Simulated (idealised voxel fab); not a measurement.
Herein follows the process module entitled voxel air gaps.
The cross-section shown here is cut; it is 230 nm wide and divided into square cells measuring 5 nm on a side.
A cross-section is written here as square cells arranged in a grid, and it is given in bands from the top down, each band taking up one or more rows of cells.
Top, bottom (nm), then materials left to right with widths (nm); lone material tagged "edge to edge" fills the whole band edge to edge; "empty" = empty space.
Basically, 0 is our baseline, since under it the wafer straight out of the box is all one material. The bottom band has no lower end and keeps on going down, so it looks like "0 down".
Width spec "30..40" -> top row of cells at first value, bottom row at second value, equal per-row change in between.
A step reported as "nothing was modified" is a step in which no cell of the cross-section changed.
"Closed void inventory" - sealed voids, min. 8 cells, no opening to top; format: width x height at distance (distance from left edge; nm throughout).
after a step's settings: what the simulator itself notes on the step
overlay nm, on a step with a mask: how far to the right of its planned place the mask lay; to the left if negative

**The following list gives the planned process steps**
1) RECEIVE (material Si)
2) CONFORMAL_DEP (material SiO2; thk nm 10)
3) CONFORMAL_DEP (material SiN; thk nm 5)
4) DIRECTIONAL_DEP (material lowk; thk nm 40)
5) DIRECTIONAL_DEP (material aC; thk nm 15)
6) PATTERN (tone open; mask id LINES; material resist; width nm 20; pitch nm 45; thk nm 30; overlay nm 0)
7) DIRECTIONAL_ETCH (etch materials aC; depth nm 15)
8) STRIP (etch materials resist)
9) DIRECTIONAL_ETCH (etch materials lowk; depth nm 40)
10) STRIP (etch materials aC)
11) CONFORMAL_DEP (material TiN; thk nm 5)
12) FILL_DEP (material Cu; thk nm 5)
13) CMP (height nm 55)
14) EPI (material Ru; thk nm 10)
15) SELECTIVE_ETCH (etch materials lowk; depth nm 50)
16) CONFORMAL_DEP (material SiCN; thk nm 5)

**The first wafer of two, processed as planned**

**Cross-section of the wafer upon arrival, representing the state reached after step 1**
* 0 down: Si edge to edge
* Closed void inventory: none

**Cross-section through the wafer, step 2 finished**
* 10 to 0: SiO2 edge to edge
* Anything lower than 0 is untouched.

**Cross-section through the wafer, step 3 finished**
* 15 to 10: SiN edge to edge
* Anything lower than 10 is untouched.

**Cross-section through the wafer, step 4 finished**
* 55 to 15: lowk edge to edge
* Anything lower than 15 is untouched.

**Cross-section through the wafer, step 5 finished**
* 70 to 55: aC edge to edge
* Anything lower than 55 is untouched.

**Cross-section through the wafer, step 6 finished**
* 100 to 70: resist (60) / empty (20) / resist (25) / empty (20) / resist (25) / empty (20) / resist (60)
* Anything lower than 70 is untouched.

**Cross-section through the wafer, step 7 finished**
* 85 to 70: resist (60) / empty (20) / resist (25) / empty (20) / resist (25) / empty (20) / resist (60)
* 70 to 55: aC (60) / empty (20) / aC (25) / empty (20) / aC (25) / empty (20) / aC (60)
* Anything lower than 55 is untouched.

**Cross-section through the wafer, step 8 finished**
* 70 to 55: aC (60) / empty (20) / aC (25) / empty (20) / aC (25) / empty (20) / aC (60)
* Anything lower than 55 is untouched.

**Cross-section through the wafer, step 9 finished**
* 70 to 55: aC (60) / empty (20) / aC (25) / empty (20) / aC (25) / empty (20) / aC (60)
* 55 to 15: lowk (60) / empty (20) / lowk (25) / empty (20) / lowk (25) / empty (20) / lowk (60)
* Anything lower than 15 is untouched.

**Cross-section through the wafer, step 10 finished**
* 55 to 15: lowk (60) / empty (20) / lowk (25) / empty (20) / lowk (25) / empty (20) / lowk (60)
* Anything lower than 15 is untouched.

**Cross-section through the wafer, step 11 finished**
* 60 to 55: TiN (65) / empty (10) / TiN (35) / empty (10) / TiN (35) / empty (10) / TiN (65)
* 55 to 20: lowk (60) / TiN (5) / empty (10) / TiN (5) / lowk (25) / TiN (5) / empty (10) / TiN (5) / lowk (25) / TiN (5) / empty (10) / TiN (5) / lowk (60)
* 20 to 15: lowk (60) / TiN (20) / lowk (25) / TiN (20) / lowk (25) / TiN (20) / lowk (60)
* Anything lower than 15 is untouched.

**Cross-section through the wafer, step 12 finished**
* 65 to 60: Cu edge to edge
* 60 to 55: TiN (65) / Cu (10) / TiN (35) / Cu (10) / TiN (35) / Cu (10) / TiN (65)
* 55 to 20: lowk (60) / TiN (5) / Cu (10) / TiN (5) / lowk (25) / TiN (5) / Cu (10) / TiN (5) / lowk (25) / TiN (5) / Cu (10) / TiN (5) / lowk (60)
* Anything lower than 20 is untouched.

**Cross-section through the wafer, step 13 finished**
* 55 to 20: lowk (60) / TiN (5) / Cu (10) / TiN (5) / lowk (25) / TiN (5) / Cu (10) / TiN (5) / lowk (25) / TiN (5) / Cu (10) / TiN (5) / lowk (60)
* Anything lower than 20 is untouched.

**Cross-section through the wafer, step 14 finished**
* 65 to 55: empty (50) / Ru (40) / empty (5) / Ru (40) / empty (5) / Ru (40) / empty (50)
* Anything lower than 55 is untouched.

**Cross-section through the wafer, step 15 finished**
* 65 to 55: empty (50) / Ru (40) / empty (5) / Ru (40) / empty (5) / Ru (40) / empty (50)
* 55 to 20: empty (60) / TiN (5) / Cu (10) / TiN (5) / empty (25) / TiN (5) / Cu (10) / TiN (5) / empty (25) / TiN (5) / Cu (10) / TiN (5) / empty (60)
* 20 to 15: empty (60) / TiN (20) / empty (25) / TiN (20) / empty (25) / TiN (20) / empty (60)
* Anything lower than 15 is untouched.

**Cross-section through the wafer, step 16 finished**
* 70 to 65: empty (45) / SiCN (140) / empty (45)
* 65 to 55: empty (45) / SiCN (5) / Ru (40) / SiCN (5) / Ru (40) / SiCN (5) / Ru (40) / SiCN (5) / empty (45)
* 55 to 50: empty (45) / SiCN (15) / TiN (5) / Cu (10) / TiN (5) / SiCN (25) / TiN (5) / Cu (10) / TiN (5) / SiCN (25) / TiN (5) / Cu (10) / TiN (5) / SiCN (15) / empty (45)
* 50 to 20: empty (55) / SiCN (5) / TiN (5) / Cu (10) / TiN (5) / SiCN (5) / empty (15) / SiCN (5) / TiN (5) / Cu (10) / TiN (5) / SiCN (5) / empty (15) / SiCN (5) / TiN (5) / Cu (10) / TiN (5) / SiCN (5) / empty (55)
* 20 to 15: SiCN (60) / TiN (20) / SiCN (25) / TiN (20) / SiCN (25) / TiN (20) / SiCN (60)
* Anything lower than 15 is untouched.
* Closed void inventory: 15 x 30 at 85; 15 x 30 at 130

**Wafer two. Identical start, identical plan. One mistake in execution. Identical history through step 5**

**Second wafer, section view, time point: scheduled end of step 6**
* 100 to 70: resist (65) / empty (15) / resist (30) / empty (15) / resist (30) / empty (15) / resist (60)
* Anything lower than 70 is untouched.

**Second wafer, section view, time point: scheduled end of step 7**
* 85 to 70: resist (65) / empty (15) / resist (30) / empty (15) / resist (30) / empty (15) / resist (60)
* 70 to 55: aC (65) / empty (15) / aC (30) / empty (15) / aC (30) / empty (15) / aC (60)
* Anything lower than 55 is untouched.

**Second wafer, section view, time point: scheduled end of step 8**
* 70 to 55: aC (65) / empty (15) / aC (30) / empty (15) / aC (30) / empty (15) / aC (60)
* Anything lower than 55 is untouched.

**Second wafer, section view, time point: scheduled end of step 9**
* 70 to 55: aC (65) / empty (15) / aC (30) / empty (15) / aC (30) / empty (15) / aC (60)
* 55 to 15: lowk (65) / empty (15) / lowk (30) / empty (15) / lowk (30) / empty (15) / lowk (60)
* Anything lower than 15 is untouched.

**Second wafer, section view, time point: scheduled end of step 10**
* 55 to 15: lowk (65) / empty (15) / lowk (30) / empty (15) / lowk (30) / empty (15) / lowk (60)
* Anything lower than 15 is untouched.

**Second wafer, section view, time point: scheduled end of step 11**
* 60 to 55: TiN (70) / empty (5) / TiN (40) / empty (5) / TiN (40) / empty (5) / TiN (65)
* 55 to 20: lowk (65) / TiN (5) / empty (5) / TiN (5) / lowk (30) / TiN (5) / empty (5) / TiN (5) / lowk (30) / TiN (5) / empty (5) / TiN (5) / lowk (60)
* 20 to 15: lowk (65) / TiN (15) / lowk (30) / TiN (15) / lowk (30) / TiN (15) / lowk (60)
* Anything lower than 15 is untouched.

**Second wafer, section view, time point: scheduled end of step 12**
* 65 to 60: Cu edge to edge
* 60 to 55: TiN (70) / Cu (5) / TiN (40) / Cu (5) / TiN (40) / Cu (5) / TiN (65)
* 55 to 20: lowk (65) / TiN (5) / Cu (5) / TiN (5) / lowk (30) / TiN (5) / Cu (5) / TiN (5) / lowk (30) / TiN (5) / Cu (5) / TiN (5) / lowk (60)
* Anything lower than 20 is untouched.

**Second wafer, section view, time point: scheduled end of step 13**
* 55 to 20: lowk (65) / TiN (5) / Cu (5) / TiN (5) / lowk (30) / TiN (5) / Cu (5) / TiN (5) / lowk (30) / TiN (5) / Cu (5) / TiN (5) / lowk (60)
* Anything lower than 20 is untouched.

**Second wafer, section view, time point: scheduled end of step 14**
* 65 to 55: empty (55) / Ru (35) / empty (10) / Ru (35) / empty (10) / Ru (35) / empty (50)
* Anything lower than 55 is untouched.

**Second wafer, section view, time point: scheduled end of step 15**
* 65 to 55: empty (55) / Ru (35) / empty (10) / Ru (35) / empty (10) / Ru (35) / empty (50)
* 55 to 20: empty (65) / TiN (5) / Cu (5) / TiN (5) / empty (30) / TiN (5) / Cu (5) / TiN (5) / empty (30) / TiN (5) / Cu (5) / TiN (5) / empty (60)
* 20 to 15: empty (65) / TiN (15) / empty (30) / TiN (15) / empty (30) / TiN (15) / empty (60)
* Anything lower than 15 is untouched.

**Second wafer, section view, time point: scheduled end of step 16**
* 70 to 65: empty (50) / SiCN (135) / empty (45)
* 65 to 55: empty (50) / SiCN (5) / Ru (35) / SiCN (10) / Ru (35) / SiCN (10) / Ru (35) / SiCN (5) / empty (45)
* 55 to 50: empty (50) / SiCN (15) / TiN (5) / Cu (5) / TiN (5) / SiCN (30) / TiN (5) / Cu (5) / TiN (5) / SiCN (30) / TiN (5) / Cu (5) / TiN (5) / SiCN (15) / empty (45)
* 50 to 20: empty (60) / SiCN (5) / TiN (5) / Cu (5) / TiN (5) / SiCN (5) / empty (20) / SiCN (5) / TiN (5) / Cu (5) / TiN (5) / SiCN (5) / empty (20) / SiCN (5) / TiN (5) / Cu (5) / TiN (5) / SiCN (5) / empty (55)
* 20 to 15: SiCN (65) / TiN (15) / SiCN (30) / TiN (15) / SiCN (30) / TiN (15) / SiCN (60)
* Anything lower than 15 is untouched.
* Closed void inventory: 20 x 30 at 85; 20 x 30 at 130
Which mistake was made when the wafer was run? step 6 ran with different settings than intended, the actual operation and settings being PATTERN (tone open; mask id LINES; material resist; width nm 15; pitch nm 45; thk nm 30; overlay nm 0)
At the finish, the second wafer shows more or fewer cells for some materials than the first does: Cu -21, Ru -6, SiCN +8, TiN -3
